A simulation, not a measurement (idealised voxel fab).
voxel air gaps: a process module
The width of the displayed cross-section, cut, is 165 nm; its cells are square, with a size of 5 nm.
Cross-section = grid of square cells, listed top down in bands; band = one or more rows. Quick guide to a band line: top height, bottom height (nm) up front; then every material left to right with its width in nm. Only one material and it's marked "full width"? Then it fills the band edge to edge. And "empty" just means empty space. Note: height 0 marks the level under which the wafer is uniformly one material as received. Lowest band unbounded below, written "0..down". You'd read "30->40" like this: the band's top row of cells is as wide as the first number, its bottom row is as wide as the second, and going down, every row changes width by the same amount as the row before did. The cross-section has no changed cell in any step marked "nothing altered". Empty spaces counting at least 8 cells and having no open way to the top are listed in "Sealed void list". The notation width x height at distance is used for each, the distance being from the left edge and all three values in nm. Post-settings text on a step line: simulator's own remark regarding the step. The line of a step may include "overlay nm". On a step with a mask, this value is how far to the right of its planned place the mask lay. A negative value means the mask lay to the left.
# Process steps foreseen in the plan
step 1: RECEIVE,material Si
step 2: CONFORMAL_DEP,material SiO2,thk nm 15
step 3: CONFORMAL_DEP,material SiCN,thk nm 5
step 4: DIRECTIONAL_DEP,material SiO2,thk nm 30
step 5: DIRECTIONAL_DEP,material aC,thk nm 10
step 6: PATTERN,tone open,mask id LINES,material resist,width nm 15,pitch nm 40,thk nm 25,overlay nm 0
step 7: DIRECTIONAL_ETCH,etch materials aC,depth nm 10
step 8: STRIP,etch materials resist
step 9: DIRECTIONAL_ETCH,etch materials SiO2,depth nm 30
step 10: STRIP,etch materials aC
step 11: CONFORMAL_DEP,material TiN,thk nm 5
step 12: FILL_DEP,material W,thk nm 10
step 13: CMP,height nm 50
step 14: EPI,material Ru,thk nm 10
step 15: SELECTIVE_ETCH,etch materials SiO2,depth nm 40
step 16: CONFORMAL_DEP,material SiCN,thk nm 5
Every wafer here starts from the same state; it is the step 6 width nm that distinguishes them, and the value the plan gives belongs to the first wafer.
# first wafer as received, after step 1
	0..down | Si full width
	Sealed void list: none
# Here is the cross-section of the first of several wafers at the end of the module, after its last step, step 16
	65..60 | empty=20 | SiCN=125 | empty=20
	60..50 | empty=20 | SiCN=5 | Ru=35 | SiCN=5 | Ru=35 | SiCN=5 | Ru=35 | SiCN=5 | empty=20
	50..45 | empty=20 | SiCN=15 | TiN=5 | W=5 | TiN=5 | SiCN=25 | TiN=5 | W=5 | TiN=5 | SiCN=25 | TiN=5 | W=5 | TiN=5 | SiCN=15 | empty=20
	45..25 | empty=30 | SiCN=5 | TiN=5 | W=5 | TiN=5 | SiCN=5 | empty=15 | SiCN=5 | TiN=5 | W=5 | TiN=5 | SiCN=5 | empty=15 | SiCN=5 | TiN=5 | W=5 | TiN=5 | SiCN=5 | empty=30
	25..20 | SiCN=35 | TiN=15 | SiCN=25 | TiN=15 | SiCN=25 | TiN=15 | SiCN=35
	20..15 | SiCN full width
	15..0 | SiO2 full width
	0..down | Si full width
	Sealed void list: 15 x 20 at 55; 15 x 20 at 95
# End of module: cross-section, last of several wafers
	65..60 | empty=15 | SiCN=135 | empty=15
	60..50 | empty=15 | SiCN=5 | Ru=125 | SiCN=5 | empty=15
	50..45 | empty=15 | SiCN=15 | TiN=5 | W=15 | TiN=5 | SiO2=15 | TiN=5 | W=15 | TiN=5 | SiO2=15 | TiN=5 | W=15 | TiN=5 | SiCN=15 | empty=15
	45..25 | empty=25 | SiCN=5 | TiN=5 | W=15 | TiN=5 | SiO2=15 | TiN=5 | W=15 | TiN=5 | SiO2=15 | TiN=5 | W=15 | TiN=5 | SiCN=5 | empty=25
	25..20 | SiCN=30 | TiN=25 | SiO2=15 | TiN=25 | SiO2=15 | TiN=25 | SiCN=30
	20..15 | SiCN full width
	15..0 | SiO2 full width
	0..down | Si full width
	Sealed void list: none
# Heads up, this table goes wafer by wafer. A row tells you, at the end of the module, how many cells of each material that wafer has put on (+) or dropped (-) since it was received, and then its closed voids
width nm 15; +42 Ru; +130 SiCN; +99 SiO2; +39 TiN; +15 W; Sealed void list: 15 x 20 at 55; 15 x 20 at 95
width nm 20; +48 Ru; +90 SiCN; +147 SiO2; +42 TiN; +30 W; Sealed void list: none
width nm 25; +50 Ru; +90 SiCN; +135 SiO2; +45 TiN; +45 W; Sealed void list: none
